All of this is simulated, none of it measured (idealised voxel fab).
Name of the process module below: voxel self aligned vias
The figure presents cross-section cut, which has a width of 215 nm and is divided into square cells with an edge length of 5 nm.
Heads up, the way a cross-section reads in here is a grid of square cells, handed over as bands from the top down, with every band being one or more rows of cells. Heights first: top, then bottom, in nm. Then materials, left to right, each with a width in nm. "all across" on a single material: fills the band edge to edge. "empty": empty space. Beneath 0, the wafer as received is one material, and that level is where height counting begins. The lowest band goes on downward without a bottom; it is written like "0 nm and below". It should be noted that a width expressed as "30 to 40" varies in equal increments from row to row of cells within the band, taking the value of the first number at the top row and that of the second number at the bottom row. You'll sometimes find "same as before" written for a step, and that's the way of saying that nowhere in the cross-section did a cell change during that step. If an empty space has no open way to the top and is at least 8 cells in size, "Fully sealed cavities" lists it, written width x height at distance, where distance is measured from the left edge and every value is in nm. On each step's line, the part that comes after the settings is the simulator's own comment on the step. overlay nm: how far to the right of its planned place the mask lay on this masked step (negative: to the left).

## Below is the list of planned process steps
- 1: RECEIVE | material Si
- 2: CONFORMAL_DEP | material SiO2 | thk nm 10
- 3: CONFORMAL_DEP | material SiCN | thk nm 5
- 4: DIRECTIONAL_DEP | material lowk | thk nm 20
- 5: DIRECTIONAL_DEP | material aC | thk nm 15
- 6: PATTERN | tone open | mask id LINES | material resist | width nm 30 | pitch nm 75 | thk nm 35 | overlay nm 0
- 7: DIRECTIONAL_ETCH | etch materials aC | depth nm 15
- 8: STRIP | etch materials resist
- 9: DIRECTIONAL_ETCH | etch materials lowk | depth nm 20
- 10: STRIP | etch materials aC
- 11: CONFORMAL_DEP | material TiN | thk nm 5
- 12: FILL_DEP | material Ru | thk nm 10
- 13: CMP | height nm 35
- 14: SELECTIVE_ETCH | etch materials W Ru TiN | depth nm 5
- 15: FILL_DEP | material SiN | thk nm 5
- 16: CMP | height nm 35
- 17: DIRECTIONAL_DEP | material lowk | thk nm 15
- 18: DIRECTIONAL_DEP | material aC | thk nm 15
- 19: PATTERN | tone open | mask id VIAS | material resist | width nm 50 | pitch nm 75 | thk nm 30 | overlay nm 0
- 20: DIRECTIONAL_ETCH | etch materials aC | depth nm 15
- 21: STRIP | etch materials resist
- 22: DIRECTIONAL_ETCH | etch materials lowk | depth nm 15
- 23: DIRECTIONAL_ETCH | etch materials SiN | depth nm 5
- 24: STRIP | etch materials aC
- 25: CONFORMAL_DEP | material TiN | thk nm 5
- 26: FILL_DEP | material Ru | thk nm 5
- 27: CMP | height nm 50
- 28: CONFORMAL_DEP | material SiCN | thk nm 5

## First of two wafers: run as planned

## Step 1 complete: cross-section of the wafer as received
* 0 nm and below: Si all across
* Fully sealed cavities: none

## Once step 2 is through, the wafer looks like this in cross-section
* 10 nm to 0 nm: SiO2 all across
* Unchanged below 0.

## Once step 3 is through, the wafer looks like this in cross-section
* 15 nm to 10 nm: SiCN all across
* Unchanged below 10.

## Once step 4 is through, the wafer looks like this in cross-section
* 35 nm to 15 nm: lowk all across
* Unchanged below 15.

## Once step 5 is through, the wafer looks like this in cross-section
* 50 nm to 35 nm: aC all across
* Unchanged below 35.

## Once step 6 is through, the wafer looks like this in cross-section
* 85 nm to 50 nm: 55 nm resist  30 nm empty  45 nm resist  30 nm empty  55 nm resist
* Unchanged below 50.

## Once step 7 is through, the wafer looks like this in cross-section
* 70 nm to 50 nm: 55 nm resist  30 nm empty  45 nm resist  30 nm empty  55 nm resist
* 50 nm to 35 nm: 55 nm aC  30 nm empty  45 nm aC  30 nm empty  55 nm aC
* Unchanged below 35.

## Once step 8 is through, the wafer looks like this in cross-section
* 50 nm to 35 nm: 55 nm aC  30 nm empty  45 nm aC  30 nm empty  55 nm aC
* Unchanged below 35.

## Once step 9 is through, the wafer looks like this in cross-section
* 50 nm to 35 nm: 55 nm aC  30 nm empty  45 nm aC  30 nm empty  55 nm aC
* 35 nm to 15 nm: 55 nm lowk  30 nm empty  45 nm lowk  30 nm empty  55 nm lowk
* Unchanged below 15.

## Once step 10 is through, the wafer looks like this in cross-section
* 35 nm to 15 nm: 55 nm lowk  30 nm empty  45 nm lowk  30 nm empty  55 nm lowk
* Unchanged below 15.

## Once step 11 is through, the wafer looks like this in cross-section
* 40 nm to 35 nm: 60 nm TiN  20 nm empty  55 nm TiN  20 nm empty  60 nm TiN
* 35 nm to 20 nm: 55 nm lowk  5 nm TiN  20 nm empty  5 nm TiN  45 nm lowk  5 nm TiN  20 nm empty  5 nm TiN  55 nm lowk
* 20 nm to 15 nm: 55 nm lowk  30 nm TiN  45 nm lowk  30 nm TiN  55 nm lowk
* Unchanged below 15.

## Once step 12 is through, the wafer looks like this in cross-section
* 50 nm to 40 nm: Ru all across
* 40 nm to 35 nm: 60 nm TiN  20 nm Ru  55 nm TiN  20 nm Ru  60 nm TiN
* 35 nm to 20 nm: 55 nm lowk  5 nm TiN  20 nm Ru  5 nm TiN  45 nm lowk  5 nm TiN  20 nm Ru  5 nm TiN  55 nm lowk
* Unchanged below 20.

## Once step 13 is through, the wafer looks like this in cross-section
* 35 nm to 20 nm: 55 nm lowk  5 nm TiN  20 nm Ru  5 nm TiN  45 nm lowk  5 nm TiN  20 nm Ru  5 nm TiN  55 nm lowk
* Unchanged below 20.

## Once step 14 is through, the wafer looks like this in cross-section
* 35 nm to 30 nm: 55 nm lowk  30 nm empty  45 nm lowk  30 nm empty  55 nm lowk
* Unchanged below 30.

## Once step 15 is through, the wafer looks like this in cross-section
* 40 nm to 35 nm: SiN all across
* 35 nm to 30 nm: 55 nm lowk  30 nm SiN  45 nm lowk  30 nm SiN  55 nm lowk
* Unchanged below 30.

## Once step 16 is through, the wafer looks like this in cross-section
* 35 nm to 30 nm: 55 nm lowk  30 nm SiN  45 nm lowk  30 nm SiN  55 nm lowk
* Unchanged below 30.

## Once step 17 is through, the wafer looks like this in cross-section
* 50 nm to 35 nm: lowk all across
* Unchanged below 35.

## Once step 18 is through, the wafer looks like this in cross-section
* 65 nm to 50 nm: aC all across
* Unchanged below 50.

## Once step 19 is through, the wafer looks like this in cross-section
* 95 nm to 65 nm: 45 nm resist  50 nm empty  25 nm resist  50 nm empty  45 nm resist
* Unchanged below 65.

## Once step 20 is through, the wafer looks like this in cross-section
* 80 nm to 65 nm: 45 nm resist  50 nm empty  25 nm resist  50 nm empty  45 nm resist
* 65 nm to 50 nm: 45 nm aC  50 nm empty  25 nm aC  50 nm empty  45 nm aC
* Unchanged below 50.

## Once step 21 is through, the wafer looks like this in cross-section
* 65 nm to 50 nm: 45 nm aC  50 nm empty  25 nm aC  50 nm empty  45 nm aC
* Unchanged below 50.

## Once step 22 is through, the wafer looks like this in cross-section
* 65 nm to 50 nm: 45 nm aC  50 nm empty  25 nm aC  50 nm empty  45 nm aC
* 50 nm to 35 nm: 45 nm lowk  50 nm empty  25 nm lowk  50 nm empty  45 nm lowk
* Unchanged below 35.

## Once step 23 is through, the wafer looks like this in cross-section
* 65 nm to 50 nm: 45 nm aC  50 nm empty  25 nm aC  50 nm empty  45 nm aC
* 50 nm to 35 nm: 45 nm lowk  50 nm empty  25 nm lowk  50 nm empty  45 nm lowk
* 35 nm to 30 nm: 55 nm lowk  30 nm empty  45 nm lowk  30 nm empty  55 nm lowk
* Unchanged below 30.

## Once step 24 is through, the wafer looks like this in cross-section
* 50 nm to 35 nm: 45 nm lowk  50 nm empty  25 nm lowk  50 nm empty  45 nm lowk
* Unchanged below 35.

## Once step 25 is through, the wafer looks like this in cross-section
* 55 nm to 50 nm: 50 nm TiN  40 nm empty  35 nm TiN  40 nm empty  50 nm TiN
* 50 nm to 40 nm: 45 nm lowk  5 nm TiN  40 nm empty  5 nm TiN  25 nm lowk  5 nm TiN  40 nm empty  5 nm TiN  45 nm lowk
* 40 nm to 35 nm: 45 nm lowk  15 nm TiN  20 nm empty  15 nm TiN  25 nm lowk  15 nm TiN  20 nm empty  15 nm TiN  45 nm lowk
* 35 nm to 30 nm: 55 nm lowk  30 nm TiN  45 nm lowk  30 nm TiN  55 nm lowk
* Unchanged below 30.

## Once step 26 is through, the wafer looks like this in cross-section
* 60 nm to 55 nm: Ru all across
* 55 nm to 50 nm: 50 nm TiN  40 nm Ru  35 nm TiN  40 nm Ru  50 nm TiN
* 50 nm to 40 nm: 45 nm lowk  5 nm TiN  40 nm Ru  5 nm TiN  25 nm lowk  5 nm TiN  40 nm Ru  5 nm TiN  45 nm lowk
* 40 nm to 35 nm: 45 nm lowk  15 nm TiN  20 nm Ru  15 nm TiN  25 nm lowk  15 nm TiN  20 nm Ru  15 nm TiN  45 nm lowk
* Unchanged below 35.

## Once step 27 is through, the wafer looks like this in cross-section
* 50 nm to 40 nm: 45 nm lowk  5 nm TiN  40 nm Ru  5 nm TiN  25 nm lowk  5 nm TiN  40 nm Ru  5 nm TiN  45 nm lowk
* Unchanged below 40.

## Once step 28 is through, the wafer looks like this in cross-section
* 55 nm to 50 nm: SiCN all across
* Unchanged below 50.

## The second wafer began exactly as the first did and followed the same plan, but one mistake was made while running it; through step 18 inclusive, the two wafers are identical

## Cross-section of the second wafer corresponding to the planned conclusion of step 19
* 95 nm to 65 nm: 50 nm resist  45 nm empty  30 nm resist  45 nm empty  45 nm resist
* Unchanged below 65.

## Cross-section of the second wafer corresponding to the planned conclusion of step 20
* 80 nm to 65 nm: 50 nm resist  45 nm empty  30 nm resist  45 nm empty  45 nm resist
* 65 nm to 50 nm: 50 nm aC  45 nm empty  30 nm aC  45 nm empty  45 nm aC
* Unchanged below 50.

## Cross-section of the second wafer corresponding to the planned conclusion of step 21
* 65 nm to 50 nm: 50 nm aC  45 nm empty  30 nm aC  45 nm empty  45 nm aC
* Unchanged below 50.

## Cross-section of the second wafer corresponding to the planned conclusion of step 22
* 65 nm to 50 nm: 50 nm aC  45 nm empty  30 nm aC  45 nm empty  45 nm aC
* 50 nm to 35 nm: 50 nm lowk  45 nm empty  30 nm lowk  45 nm empty  45 nm lowk
* Unchanged below 35.

## Cross-section of the second wafer corresponding to the planned conclusion of step 23
* 65 nm to 50 nm: 50 nm aC  45 nm empty  30 nm aC  45 nm empty  45 nm aC
* 50 nm to 35 nm: 50 nm lowk  45 nm empty  30 nm lowk  45 nm empty  45 nm lowk
* 35 nm to 30 nm: 55 nm lowk  30 nm empty  45 nm lowk  30 nm empty  55 nm lowk
* Unchanged below 30.

## Cross-section of the second wafer corresponding to the planned conclusion of step 24
* 50 nm to 35 nm: 50 nm lowk  45 nm empty  30 nm lowk  45 nm empty  45 nm lowk
* Unchanged below 35.

## Cross-section of the second wafer corresponding to the planned conclusion of step 25
* 55 nm to 50 nm: 55 nm TiN  35 nm empty  40 nm TiN  35 nm empty  50 nm TiN
* 50 nm to 40 nm: 50 nm lowk  5 nm TiN  35 nm empty  5 nm TiN  30 nm lowk  5 nm TiN  35 nm empty  5 nm TiN  45 nm lowk
* 40 nm to 35 nm: 50 nm lowk  10 nm TiN  20 nm empty  15 nm TiN  30 nm lowk  10 nm TiN  20 nm empty  15 nm TiN  45 nm lowk
* 35 nm to 30 nm: 55 nm lowk  30 nm TiN  45 nm lowk  30 nm TiN  55 nm lowk
* Unchanged below 30.

## Cross-section of the second wafer corresponding to the planned conclusion of step 26
* 60 nm to 55 nm: Ru all across
* 55 nm to 50 nm: 55 nm TiN  35 nm Ru  40 nm TiN  35 nm Ru  50 nm TiN
* 50 nm to 40 nm: 50 nm lowk  5 nm TiN  35 nm Ru  5 nm TiN  30 nm lowk  5 nm TiN  35 nm Ru  5 nm TiN  45 nm lowk
* 40 nm to 35 nm: 50 nm lowk  10 nm TiN  20 nm Ru  15 nm TiN  30 nm lowk  10 nm TiN  20 nm Ru  15 nm TiN  45 nm lowk
* Unchanged below 35.

## Cross-section of the second wafer corresponding to the planned conclusion of step 27
* 50 nm to 40 nm: 50 nm lowk  5 nm TiN  35 nm Ru  5 nm TiN  30 nm lowk  5 nm TiN  35 nm Ru  5 nm TiN  45 nm lowk
* Unchanged below 40.

## Cross-section of the second wafer corresponding to the planned conclusion of step 28
* 55 nm to 50 nm: SiCN all across
* Unchanged below 50.
The plan and the run diverged here: step 19 did not happen as planned, as run it was PATTERN | tone open | mask id VIAS | material resist | width nm 45 | pitch nm 75 | thk nm 30 | overlay nm 0
It is noted that, at the conclusion of processing, the second wafer exhibits a higher or lower cell count for certain materials relative to the first: 4 fewer of Ru, 2 fewer of TiN, 6 more of lowk
